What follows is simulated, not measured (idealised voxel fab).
The document below concerns the process module designated voxel lift off.
Section shown: cut. Width: 275 nm. Cell size: 5 nm, square.
This document writes a cross-section as a grid whose cells are square, and gives it as bands, listed from the top down; one or more rows of cells form a band.
A band entry consists of two parts. The first gives the height of the band's top and the height of its bottom, in nm. The rest lists the band's materials from left to right, each with its width in nm. A single material labelled with the word "everywhere" fills the band from edge to edge, and the word "air" marks empty space.
Heights are measured from 0, the level below which the as-received wafer is all one material; the lowest band has no bottom and continues downward, written as in "z 0 and below".
Top row gets the first number, bottom row gets the second, and each row in between changes by the same step: that is how a band width like "30..40" works.
"nothing different" after a step means that no cell of the cross-section changed.
Empty spaces without an open route to the top, at least 8 cells in extent, make up the entry "Enclosed void inventory"; each is given as width x height at distance, where the distance is measured from the left edge, and all are in nm.
Read whatever lies past the settings on a step's line as the simulator's own remark about the step.
overlay nm: for a step with a mask, the amount by which the mask lay right of where it was planned; a negative amount means left of it.

### The steps planned for the process are as follows
1 RECEIVE (material Si)
2 CONFORMAL_DEP (material Al2O3; thk nm 5)
3 PATTERN (tone open; mask id LINES; material resist; width nm 25; pitch nm 45; thk nm 25; overlay nm 0)
4 DIRECTIONAL_DEP (material Ru; thk nm 10)
5 STRIP (etch materials resist)
6 CONFORMAL_DEP (material SiCN; thk nm 10)

### As-received wafer cross-section (after step 1)
z 0 and below = Si everywhere
Enclosed void inventory: none

### Starting structure and process plan are as shown above, but one mistake was made in running the module; the wafer cross-section at the end of the module follows
z 25 to 15 = SiCN 90, air 5, SiCN 40, air 5, SiCN 40, air 5, SiCN 90
z 15 to 5 = Ru 80, SiCN 25, Ru 20, SiCN 25, Ru 20, SiCN 25, Ru 80
z 5 to 0 = Al2O3 everywhere
z 0 and below = Si everywhere
Enclosed void inventory: none
Here's what went sideways: it should be noted that step 3 was executed with settings other than those planned, the operation and settings actually applied being PATTERN (tone cover; mask id LINES; material resist; width nm 25; pitch nm 45; thk nm 25; overlay nm 0)
